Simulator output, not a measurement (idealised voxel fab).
process module | voxel trench capacitor
cross-section cut | 300 nm wide | cells 5 nm
A cross-section is a grid of square cells, given in bands from the top down. A band is one or more rows of cells.
Each band's line starts with the height of the band's top and of its bottom, in nm. Then come its materials from left to right, each with its width in nm. One material with "throughout" fills the band from edge to edge. "air" is empty space.
Height 0 is the level under which the wafer as received is all one material. The lowest band goes on downwards, as in "0 down".
A width such as "30 to 40" changes by the same amount from each row of cells to the next, from the band's top row to its bottom row.
"no change" after a step means that no cell of the cross-section changed.
closed voids: empty space of 8 cells or more with no open way to the top, each as width x height at its distance from the left edge, in nm
after a step's settings: what the simulator itself notes on the step
overlay nm, on a step with a mask: how far to the right of its planned place the mask lay; to the left if negative
plan
1 op RECEIVE | material Si
2 op CONFORMAL_DEP | material SiN | thk nm 10
3 op PATTERN | tone open | mask id TRENCH | material resist | width nm 30 | pitch nm 60 | thk nm 15 | overlay nm 0
4 op DIRECTIONAL_ETCH | etch materials SiN | depth nm 10
5 op DIRECTIONAL_ETCH | etch materials Si | depth nm 30
6 op STRIP | etch materials resist
7 op CONFORMAL_DEP | material HfO2 | thk nm 5
8 op CONFORMAL_DEP | material TiN | thk nm 5
9 op FILL_DEP | material W | thk nm 10
10 op CMP | height nm 10
first wafer, as planned
as received, after step 1
  0 down: Si throughout
  closed voids: none
after step 2
  10 to 0: SiN throughout
  below 0: unchanged
after step 3
  25 to 10: resist 45 | air 30 | resist 30 | air 30 | resist 30 | air 30 | resist 30 | air 30 | resist 45
  below 10: unchanged
after step 4
  25 to 10: resist 45 | air 30 | resist 30 | air 30 | resist 30 | air 30 | resist 30 | air 30 | resist 45
  10 to 0: SiN 45 | air 30 | SiN 30 | air 30 | SiN 30 | air 30 | SiN 30 | air 30 | SiN 45
  below 0: unchanged
after step 5
  25 to 10: resist 45 | air 30 | resist 30 | air 30 | resist 30 | air 30 | resist 30 | air 30 | resist 45
  10 to 0: SiN 45 | air 30 | SiN 30 | air 30 | SiN 30 | air 30 | SiN 30 | air 30 | SiN 45
  0 to -30: Si 45 | air 30 | Si 30 | air 30 | Si 30 | air 30 | Si 30 | air 30 | Si 45
  below -30: unchanged
after step 6
  10 to 0: SiN 45 | air 30 | SiN 30 | air 30 | SiN 30 | air 30 | SiN 30 | air 30 | SiN 45
  below 0: unchanged
after step 7
  15 to 10: HfO2 50 | air 20 | HfO2 40 | air 20 | HfO2 40 | air 20 | HfO2 40 | air 20 | HfO2 50
  10 to 0: SiN 45 | HfO2 5 | air 20 | HfO2 5 | SiN 30 | HfO2 5 | air 20 | HfO2 5 | SiN 30 | HfO2 5 | air 20 | HfO2 5 | SiN 30 | HfO2 5 | air 20 | HfO2 5 | SiN 45
  0 to -25: Si 45 | HfO2 5 | air 20 | HfO2 5 | Si 30 | HfO2 5 | air 20 | HfO2 5 | Si 30 | HfO2 5 | air 20 | HfO2 5 | Si 30 | HfO2 5 | air 20 | HfO2 5 | Si 45
  -25 to -30: Si 45 | HfO2 30 | Si 30 | HfO2 30 | Si 30 | HfO2 30 | Si 30 | HfO2 30 | Si 45
  below -30: unchanged
after step 8
  20 to 15: TiN 55 | air 10 | TiN 50 | air 10 | TiN 50 | air 10 | TiN 50 | air 10 | TiN 55
  15 to 10: HfO2 50 | TiN 5 | air 10 | TiN 5 | HfO2 40 | TiN 5 | air 10 | TiN 5 | HfO2 40 | TiN 5 | air 10 | TiN 5 | HfO2 40 | TiN 5 | air 10 | TiN 5 | HfO2 50
  10 to 0: SiN 45 | HfO2 5 | TiN 5 | air 10 | TiN 5 | HfO2 5 | SiN 30 | HfO2 5 | TiN 5 | air 10 | TiN 5 | HfO2 5 | SiN 30 | HfO2 5 | TiN 5 | air 10 | TiN 5 | HfO2 5 | SiN 30 | HfO2 5 | TiN 5 | air 10 | TiN 5 | HfO2 5 | SiN 45
  0 to -20: Si 45 | HfO2 5 | TiN 5 | air 10 | TiN 5 | HfO2 5 | Si 30 | HfO2 5 | TiN 5 | air 10 | TiN 5 | HfO2 5 | Si 30 | HfO2 5 | TiN 5 | air 10 | TiN 5 | HfO2 5 | Si 30 | HfO2 5 | TiN 5 | air 10 | TiN 5 | HfO2 5 | Si 45
  -20 to -25: Si 45 | HfO2 5 | TiN 20 | HfO2 5 | Si 30 | HfO2 5 | TiN 20 | HfO2 5 | Si 30 | HfO2 5 | TiN 20 | HfO2 5 | Si 30 | HfO2 5 | TiN 20 | HfO2 5 | Si 45
  below -25: unchanged
after step 9
  30 to 20: W throughout
  20 to 15: TiN 55 | W 10 | TiN 50 | W 10 | TiN 50 | W 10 | TiN 50 | W 10 | TiN 55
  15 to 10: HfO2 50 | TiN 5 | W 10 | TiN 5 | HfO2 40 | TiN 5 | W 10 | TiN 5 | HfO2 40 | TiN 5 | W 10 | TiN 5 | HfO2 40 | TiN 5 | W 10 | TiN 5 | HfO2 50
  10 to 0: SiN 45 | HfO2 5 | TiN 5 | W 10 | TiN 5 | HfO2 5 | SiN 30 | HfO2 5 | TiN 5 | W 10 | TiN 5 | HfO2 5 | SiN 30 | HfO2 5 | TiN 5 | W 10 | TiN 5 | HfO2 5 | SiN 30 | HfO2 5 | TiN 5 | W 10 | TiN 5 | HfO2 5 | SiN 45
  0 to -20: Si 45 | HfO2 5 | TiN 5 | W 10 | TiN 5 | HfO2 5 | Si 30 | HfO2 5 | TiN 5 | W 10 | TiN 5 | HfO2 5 | Si 30 | HfO2 5 | TiN 5 | W 10 | TiN 5 | HfO2 5 | Si 30 | HfO2 5 | TiN 5 | W 10 | TiN 5 | HfO2 5 | Si 45
  below -20: unchanged
after step 10
  10 to 0: SiN 45 | HfO2 5 | TiN 5 | W 10 | TiN 5 | HfO2 5 | SiN 30 | HfO2 5 | TiN 5 | W 10 | TiN 5 | HfO2 5 | SiN 30 | HfO2 5 | TiN 5 | W 10 | TiN 5 | HfO2 5 | SiN 30 | HfO2 5 | TiN 5 | W 10 | TiN 5 | HfO2 5 | SiN 45
  below 0: unchanged
second wafer: like start, like plan, one mistake. Through step 2 it matches the first wafer
when step 3 should have ended
  25 to 10: resist 45 | air 35 | resist 25 | air 35 | resist 25 | air 35 | resist 25 | air 35 | resist 40
  below 10: unchanged
when step 4 should have ended
  25 to 10: resist 45 | air 35 | resist 25 | air 35 | resist 25 | air 35 | resist 25 | air 35 | resist 40
  10 to 0: SiN 45 | air 35 | SiN 25 | air 35 | SiN 25 | air 35 | SiN 25 | air 35 | SiN 40
  below 0: unchanged
when step 5 should have ended
  25 to 10: resist 45 | air 35 | resist 25 | air 35 | resist 25 | air 35 | resist 25 | air 35 | resist 40
  10 to 0: SiN 45 | air 35 | SiN 25 | air 35 | SiN 25 | air 35 | SiN 25 | air 35 | SiN 40
  0 to -30: Si 45 | air 35 | Si 25 | air 35 | Si 25 | air 35 | Si 25 | air 35 | Si 40
  below -30: unchanged
when step 6 should have ended
  10 to 0: SiN 45 | air 35 | SiN 25 | air 35 | SiN 25 | air 35 | SiN 25 | air 35 | SiN 40
  below 0: unchanged
when step 7 should have ended
  15 to 10: HfO2 50 | air 25 | HfO2 35 | air 25 | HfO2 35 | air 25 | HfO2 35 | air 25 | HfO2 45
  10 to 0: SiN 45 | HfO2 5 | air 25 | HfO2 5 | SiN 25 | HfO2 5 | air 25 | HfO2 5 | SiN 25 | HfO2 5 | air 25 | HfO2 5 | SiN 25 | HfO2 5 | air 25 | HfO2 5 | SiN 40
  0 to -25: Si 45 | HfO2 5 | air 25 | HfO2 5 | Si 25 | HfO2 5 | air 25 | HfO2 5 | Si 25 | HfO2 5 | air 25 | HfO2 5 | Si 25 | HfO2 5 | air 25 | HfO2 5 | Si 40
  -25 to -30: Si 45 | HfO2 35 | Si 25 | HfO2 35 | Si 25 | HfO2 35 | Si 25 | HfO2 35 | Si 40
  below -30: unchanged
when step 8 should have ended
  20 to 15: TiN 55 | air 15 | TiN 45 | air 15 | TiN 45 | air 15 | TiN 45 | air 15 | TiN 50
  15 to 10: HfO2 50 | TiN 5 | air 15 | TiN 5 | HfO2 35 | TiN 5 | air 15 | TiN 5 | HfO2 35 | TiN 5 | air 15 | TiN 5 | HfO2 35 | TiN 5 | air 15 | TiN 5 | HfO2 45
  10 to 0: SiN 45 | HfO2 5 | TiN 5 | air 15 | TiN 5 | HfO2 5 | SiN 25 | HfO2 5 | TiN 5 | air 15 | TiN 5 | HfO2 5 | SiN 25 | HfO2 5 | TiN 5 | air 15 | TiN 5 | HfO2 5 | SiN 25 | HfO2 5 | TiN 5 | air 15 | TiN 5 | HfO2 5 | SiN 40
  0 to -20: Si 45 | HfO2 5 | TiN 5 | air 15 | TiN 5 | HfO2 5 | Si 25 | HfO2 5 | TiN 5 | air 15 | TiN 5 | HfO2 5 | Si 25 | HfO2 5 | TiN 5 | air 15 | TiN 5 | HfO2 5 | Si 25 | HfO2 5 | TiN 5 | air 15 | TiN 5 | HfO2 5 | Si 40
  -20 to -25: Si 45 | HfO2 5 | TiN 25 | HfO2 5 | Si 25 | HfO2 5 | TiN 25 | HfO2 5 | Si 25 | HfO2 5 | TiN 25 | HfO2 5 | Si 25 | HfO2 5 | TiN 25 | HfO2 5 | Si 40
  below -25: unchanged
when step 9 should have ended
  30 to 20: W throughout
  20 to 15: TiN 55 | W 15 | TiN 45 | W 15 | TiN 45 | W 15 | TiN 45 | W 15 | TiN 50
  15 to 10: HfO2 50 | TiN 5 | W 15 | TiN 5 | HfO2 35 | TiN 5 | W 15 | TiN 5 | HfO2 35 | TiN 5 | W 15 | TiN 5 | HfO2 35 | TiN 5 | W 15 | TiN 5 | HfO2 45
  10 to 0: SiN 45 | HfO2 5 | TiN 5 | W 15 | TiN 5 | HfO2 5 | SiN 25 | HfO2 5 | TiN 5 | W 15 | TiN 5 | HfO2 5 | SiN 25 | HfO2 5 | TiN 5 | W 15 | TiN 5 | HfO2 5 | SiN 25 | HfO2 5 | TiN 5 | W 15 | TiN 5 | HfO2 5 | SiN 40
  0 to -20: Si 45 | HfO2 5 | TiN 5 | W 15 | TiN 5 | HfO2 5 | Si 25 | HfO2 5 | TiN 5 | W 15 | TiN 5 | HfO2 5 | Si 25 | HfO2 5 | TiN 5 | W 15 | TiN 5 | HfO2 5 | Si 25 | HfO2 5 | TiN 5 | W 15 | TiN 5 | HfO2 5 | Si 40
  below -20: unchanged
when step 10 should have ended
  10 to 0: SiN 45 | HfO2 5 | TiN 5 | W 15 | TiN 5 | HfO2 5 | SiN 25 | HfO2 5 | TiN 5 | W 15 | TiN 5 | HfO2 5 | SiN 25 | HfO2 5 | TiN 5 | W 15 | TiN 5 | HfO2 5 | SiN 25 | HfO2 5 | TiN 5 | W 15 | TiN 5 | HfO2 5 | SiN 40
  below 0: unchanged
what went wrong: step 3 ran as: op PATTERN | tone open | mask id TRENCH | material resist | width nm 35 | pitch nm 60 | thk nm 15 | overlay nm 0
at the end the second wafer has, in cells: 4 more of HfO2 | 24 fewer of Si | 8 fewer of SiN | 4 more of TiN | 24 more of W
